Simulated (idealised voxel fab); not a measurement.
Name of the process module below: voxel released beams
The width of the displayed cross-section, cut, is 275 nm; its cells are square, with a size of 5 nm.
The cross-sections in this document take the form of a grid made of square cells. They are written out as bands, in order from top to bottom. Each band consists of one or more rows of cells. The band entry comprises the height of the band's top followed by the height of its bottom, expressed in nm, and subsequently the band's materials from left to right, each stated together with its width in nm. Where a single material is marked with the word "throughout", that material fills the band from edge to edge. The word "empty" represents empty space. Heads up on the height convention: 0 is the point under which the incoming wafer is all one material, and the lowest band has no bottom, it just keeps going down, like "0 nm and below". When a width is written as two numbers, as in "30..40", the first number is the width in the top row of cells of the band and the second is the width in its bottom row, and the width changes by the same amount from each row to the next. Take "identical to before" at face value: in the step it is given for, the cross-section changed in none of its cells. If an empty space has no open way to the top and is at least 8 cells in size, "Sealed internal cavities" lists it, written width x height at distance, where distance is measured from the left edge and every value is in nm. It should be noted that, on the line of a given step, the content following the step's settings is a remark produced by the simulator itself with respect to that step. A step's line can hold "overlay nm"; with a mask on that step, the setting says how far right of the planned place the mask lay, while a negative setting says it lay to the left.
# Here's what the planned process steps look like
1) RECEIVE: material Si
2) CONFORMAL_DEP: material SiN, thk nm 5
3) DIRECTIONAL_DEP: material SiO2, thk nm 15
4) DIRECTIONAL_DEP: material aC, thk nm 15
5) PATTERN: tone open, mask id ANCHOR, material resist, width nm 35, thk nm 35, overlay nm 0
6) DIRECTIONAL_ETCH: etch materials aC, depth nm 15
7) STRIP: etch materials resist
8) DIRECTIONAL_ETCH: etch materials SiO2, depth nm 15
9) STRIP: etch materials aC
10) CONFORMAL_DEP: material W, thk nm 15
11) MASKED_ETCH: tone cover, mask id BEAM, width nm 90, etch materials W, depth nm 15, overlay nm 0
12) STRIP: etch materials SiO2
# Wafer at receipt (post step 1), cross-section
* 0 nm and below = Si throughout
* Sealed internal cavities: none
# The first of two wafers, cross-sectioned at the end of the module, with the run proceeding as planned
* 35 nm to 20 nm = empty=90; W=20; empty=5; W=65; empty=95
* 20 nm to 5 nm = empty=95; W=35; empty=145
* 5 nm to 0 nm = SiN throughout
* 0 nm and below = Si throughout
* Sealed internal cavities: none
# Wafer two (of two), end-of-module cross-section: start = wafer one, plan = wafer one, one run mistake
* 35 nm to 20 nm = empty=95; W=15; empty=5; W=60; empty=100
* 20 nm to 5 nm = empty=95; W=35; empty=145
* 5 nm to 0 nm = SiN throughout
* 0 nm and below = Si throughout
* Sealed internal cavities: none
In executing the process, a mistake was made relative to the plan: step 11 ran with different settings than intended, the actual operation and settings being MASKED_ETCH: tone cover, mask id BEAM, width nm 80, etch materials W, depth nm 15, overlay nm 0
It is noted that, at the conclusion of processing, the second wafer exhibits a higher or lower cell count for certain materials relative to the first: W: 6 fewer
